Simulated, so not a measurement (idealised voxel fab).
Process module, titled voxel wiring stack
Cross-section cut spans 200 nm and uses square cells 5 nm in size.
A cross-section in this document is a grid of square cells, and it is written down as bands, the top band listed before the ones below it; a band is made up of one or more rows of cells. The band entry comprises the height of the band's top followed by the height of its bottom, expressed in nm, and subsequently the band's materials from left to right, each stated together with its width in nm. Where a single material is marked with the word "everywhere", that material fills the band from edge to edge. The word "air" represents empty space. Counting heights begins at 0, where everything beneath is, in the wafer as received, one material. The lowest band has no bottom; it goes on downwards, as "0 and below" shows. Per-row width for "30->40": begins at first number (top row of band), ends at second number (bottom row), increment between rows held constant. "same as before" (step): cross-section cells unchanged, all of them. Entry "Sealed-off cavities" = empty spaces >= 8 cells with no open way to the top; each as width x height at distance, distance from left edge, all nm. That trailing text on a step's line, after the settings, is the simulator's own remark on the step. "overlay nm", when on a step's line for a step with a mask, measures how far to the right of its planned place the mask lay; a negative measure means to the left.
PLAN
1,RECEIVE: material Si
2,CONFORMAL_DEP: material SiO2, thk nm 15
3,CONFORMAL_DEP: material SiCN, thk nm 5
4,DIRECTIONAL_DEP: material lowk, thk nm 20
5,DIRECTIONAL_DEP: material aC, thk nm 10
6,PATTERN: tone open, mask id METAL_1, material resist, width nm 25, pitch nm 40, thk nm 25, overlay nm 0
7,DIRECTIONAL_ETCH: etch materials aC, depth nm 10
8,STRIP: etch materials resist
9,DIRECTIONAL_ETCH: etch materials lowk, depth nm 20
10,DIRECTIONAL_ETCH: etch materials SiCN, depth nm 5
11,STRIP: etch materials aC
12,CONFORMAL_DEP: material TiN, thk nm 5
13,FILL_DEP: material Ru, thk nm 10
14,CMP: height nm 40
15,CONFORMAL_DEP: material SiCN, thk nm 5
16,DIRECTIONAL_DEP: material lowk, thk nm 35
17,DIRECTIONAL_DEP: material aC, thk nm 15
18,PATTERN: tone open, mask id METAL_2_HOLES, material resist, width nm 15, pitch nm 40, thk nm 30, overlay nm 0
19,DIRECTIONAL_ETCH: etch materials aC, depth nm 15
20,STRIP: etch materials resist
21,DIRECTIONAL_ETCH: etch materials lowk, depth nm 35
22,STRIP: etch materials aC
23,DIRECTIONAL_DEP: material aC, thk nm 10
24,PATTERN: tone open, mask id METAL_2, material resist, width nm 25, pitch nm 40, thk nm 25, overlay nm 0
25,DIRECTIONAL_ETCH: etch materials aC, depth nm 10
26,STRIP: etch materials resist
27,DIRECTIONAL_ETCH: etch materials lowk, depth nm 20
28,DIRECTIONAL_ETCH: etch materials SiCN, depth nm 5
29,STRIP: etch materials aC
30,CONFORMAL_DEP: material TiN, thk nm 5
31,FILL_DEP: material Cu, thk nm 5
32,CMP: height nm 80
33,CONFORMAL_DEP: material SiCN, thk nm 5
34,DIRECTIONAL_DEP: material lowk, thk nm 10
35,MASKED_ETCH: tone open, mask id PLUG_2, width nm 15, pitch nm 80, etch materials lowk, depth nm 10, overlay nm 0
36,MASKED_ETCH: tone open, mask id PLUG_2, width nm 15, pitch nm 80, etch materials SiCN, depth nm 5, overlay nm 0
37,CONFORMAL_DEP: material TiN, thk nm 5
38,FILL_DEP: material W, thk nm 10
39,CMP: height nm 95
40,DIRECTIONAL_DEP: material TiN, thk nm 5
41,DIRECTIONAL_DEP: material Ru, thk nm 25
42,PATTERN: tone cover, mask id METAL_3, material resist, width nm 25, pitch nm 40, thk nm 20, overlay nm 0
43,DIRECTIONAL_ETCH: etch materials Ru, depth nm 25
44,DIRECTIONAL_ETCH: etch materials TiN, depth nm 5
45,STRIP: etch materials resist
46,FILL_DEP: material lowk, thk nm 10
47,CMP: height nm 125
48,CONFORMAL_DEP: material SiCN, thk nm 5
SO THIS IS THE INCOMING WAFER IN CROSS-SECTION - IT'S ALREADY BEEN THROUGH STEP 1
> 0 and below  Si everywhere
> Sealed-off cavities: none
WAFER CROSS-SECTION AT MODULE END: FIRST OF TWO, RUN TO PLAN
> 130 down to 125  SiCN everywhere
> 125 down to 100  lowk: 25; Ru: 25; lowk: 15; Ru: 25; lowk: 15; Ru: 25; lowk: 15; Ru: 25; lowk: 30
> 100 down to 95  lowk: 25; TiN: 25; lowk: 15; TiN: 25; lowk: 15; TiN: 25; lowk: 15; TiN: 25; lowk: 30
> 95 down to 85  lowk: 25; TiN: 5; W: 5; TiN: 5; lowk: 65; TiN: 5; W: 5; TiN: 5; lowk: 80
> 85 down to 80  SiCN: 25; TiN: 15; SiCN: 65; TiN: 15; SiCN: 80
> 80 down to 65  lowk: 25; TiN: 5; Cu: 15; TiN: 5; lowk: 15; TiN: 5; Cu: 15; TiN: 5; lowk: 15; TiN: 5; Cu: 15; TiN: 5; lowk: 15; TiN: 5; Cu: 15; TiN: 5; lowk: 30
> 65 down to 60  lowk: 25; TiN: 5; Cu: 5; TiN: 15; lowk: 15; TiN: 5; Cu: 5; TiN: 15; lowk: 15; TiN: 5; Cu: 5; TiN: 15; lowk: 15; TiN: 5; Cu: 5; TiN: 15; lowk: 30
> 60 down to 45  lowk: 25; TiN: 5; Cu: 5; TiN: 5; lowk: 25; TiN: 5; Cu: 5; TiN: 5; lowk: 25; TiN: 5; Cu: 5; TiN: 5; lowk: 25; TiN: 5; Cu: 5; TiN: 5; lowk: 40
> 45 down to 40  SiCN: 25; TiN: 15; SiCN: 25; TiN: 15; SiCN: 25; TiN: 15; SiCN: 25; TiN: 15; SiCN: 40
> 40 down to 20  lowk: 25; TiN: 5; Ru: 15; TiN: 5; lowk: 15; TiN: 5; Ru: 15; TiN: 5; lowk: 15; TiN: 5; Ru: 15; TiN: 5; lowk: 15; TiN: 5; Ru: 15; TiN: 5; lowk: 30
> 20 down to 15  SiCN: 25; TiN: 25; SiCN: 15; TiN: 25; SiCN: 15; TiN: 25; SiCN: 15; TiN: 25; SiCN: 30
> 15 down to 0  SiO2 everywhere
> 0 and below  Si everywhere
> Sealed-off cavities: none
CROSS-SECTION, WAFER TWO OF TWO, END OF MODULE: SAME START AND PLAN AS WAFER ONE, ONE ERROR IN EXECUTION
> 130 down to 125  SiCN everywhere
> 125 down to 100  lowk: 25; Ru: 25; lowk: 15; Ru: 25; lowk: 15; Ru: 25; lowk: 15; Ru: 25; lowk: 30
> 100 down to 95  lowk: 25; TiN: 25; lowk: 15; TiN: 25; lowk: 15; TiN: 25; lowk: 15; TiN: 25; lowk: 30
> 95 down to 85  lowk: 25; TiN: 5; W: 5; TiN: 5; lowk: 65; TiN: 5; W: 5; TiN: 5; lowk: 80
> 85 down to 80  SiCN: 25; TiN: 15; SiCN: 65; TiN: 15; SiCN: 80
> 80 down to 65  lowk: 25; TiN: 5; Cu: 15; TiN: 5; lowk: 15; TiN: 5; Cu: 15; TiN: 5; lowk: 15; TiN: 5; Cu: 15; TiN: 5; lowk: 15; TiN: 5; Cu: 15; TiN: 5; lowk: 30
> 65 down to 60  lowk: 25; TiN: 5; Cu: 5; TiN: 15; lowk: 15; TiN: 5; Cu: 5; TiN: 15; lowk: 15; TiN: 5; Cu: 5; TiN: 15; lowk: 15; TiN: 5; Cu: 5; TiN: 15; lowk: 30
> 60 down to 45  lowk: 25; TiN: 5; Cu: 5; TiN: 5; lowk: 25; TiN: 5; Cu: 5; TiN: 5; lowk: 25; TiN: 5; Cu: 5; TiN: 5; lowk: 25; TiN: 5; Cu: 5; TiN: 5; lowk: 40
> 45 down to 35  SiCN: 25; TiN: 15->25; SiCN: 25->15; TiN: 15->25; SiCN: 25->15; TiN: 15->25; SiCN: 25->15; TiN: 15->25; SiCN: 40->30
> 35 down to 15  SiCN everywhere
> 15 down to 0  SiO2 everywhere
> 0 and below  Si everywhere
> Sealed-off cavities: none
Misprocessing identified: rather than as planned, step 4 actually ran as DIRECTIONAL_DEP: material SiCN, thk nm 20
Count the cells at the end and the second wafer has more or fewer of some materials than the first: -48 Ru | +160 SiCN | -32 TiN | -80 lowk
